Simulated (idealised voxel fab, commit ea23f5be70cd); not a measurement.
Title: Process Module voxel quadruple lines
Displayed cross-section: cut, width of 240 nm, square cells sized 5 nm.
Cross-sections here: square-cell grids, written as top-down lists of bands, a band being one or more rows of cells. For a band, the entry starts with two heights in nm, that of the top and then that of the bottom, and carries on with the band's materials in order from left to right, each alongside its width in nm; the word "edge to edge" beside a single material means it fills the band edge to edge, and "blank" means empty space. The reference from which all heights are counted is 0, the level beneath which the as-received wafer is entirely one material; the lowest band, having no lower bound, proceeds downward and is written after the example "0 nm and below". Quick explanation for "30 to 40": the width changes in equal steps down the rows of cells, from the first number in the band's top row to the second number in its bottom row. When a step is marked "no change", none of the cells in the cross-section changed during that step. Entry "Cavities, sealed". Content: empty spaces with no open connection to the top, size 8 cells or greater. Each: width x height at distance. Distance: from left edge. Unit: nm. What comes after the settings on a step's line is commentary from the simulator itself on that step. A step's line can hold "overlay nm"; with a mask on that step, the setting says how far right of the planned place the mask lay, while a negative setting says it lay to the left.
Below is the list of planned process steps
1. RECEIVE with material Si
2. CONFORMAL_DEP with material SiO2, thk nm 10
3. DIRECTIONAL_DEP with material TiN, thk nm 15
4. DIRECTIONAL_DEP with material polySi, thk nm 20
5. DIRECTIONAL_DEP with material aC, thk nm 20
6. PATTERN with tone cover, mask id MANDREL, material resist, width nm 30, thk nm 30, overlay nm 0
7. DIRECTIONAL_ETCH with etch materials aC, depth nm 20
8. STRIP with etch materials resist
9. CONFORMAL_DEP with material SiO2, thk nm 10
10. DIRECTIONAL_ETCH with etch materials SiO2, depth nm 10
11. STRIP with etch materials aC
12. DIRECTIONAL_ETCH with etch materials polySi, depth nm 10
13. STRIP with etch materials SiO2
14. CONFORMAL_DEP with material SiCN, thk nm 10
15. DIRECTIONAL_ETCH with etch materials SiCN, depth nm 10
16. STRIP with etch materials polySi
17. DIRECTIONAL_ETCH with etch materials TiN, depth nm 15
18. STRIP with etch materials SiCN
The value of depth nm given for step 12 in the plan refers to the first wafer; the wafers vary in this setting and are alike at the start.
Cross-section of the first incoming wafer of several, state after step 1
	0 nm and below | Si edge to edge
	Cavities, sealed: none
Here is how to read the rows: every wafer has a row, and it shows the wafer at the end of the module, giving for each material how many cells were gained (+) or lost (-) since the wafer was received, then listing its closed voids
depth nm 10, +96 SiO2, Cavities, sealed: none
depth nm 15, +96 SiO2, Cavities, sealed: none
depth nm 20, +96 SiO2, +24 TiN, Cavities, sealed: none
depth nm 25, +96 SiO2, +24 TiN, Cavities, sealed: none
depth nm 30, +96 SiO2, +24 TiN, Cavities, sealed: none
depth nm 35, +96 SiO2, +24 TiN, Cavities, sealed: none
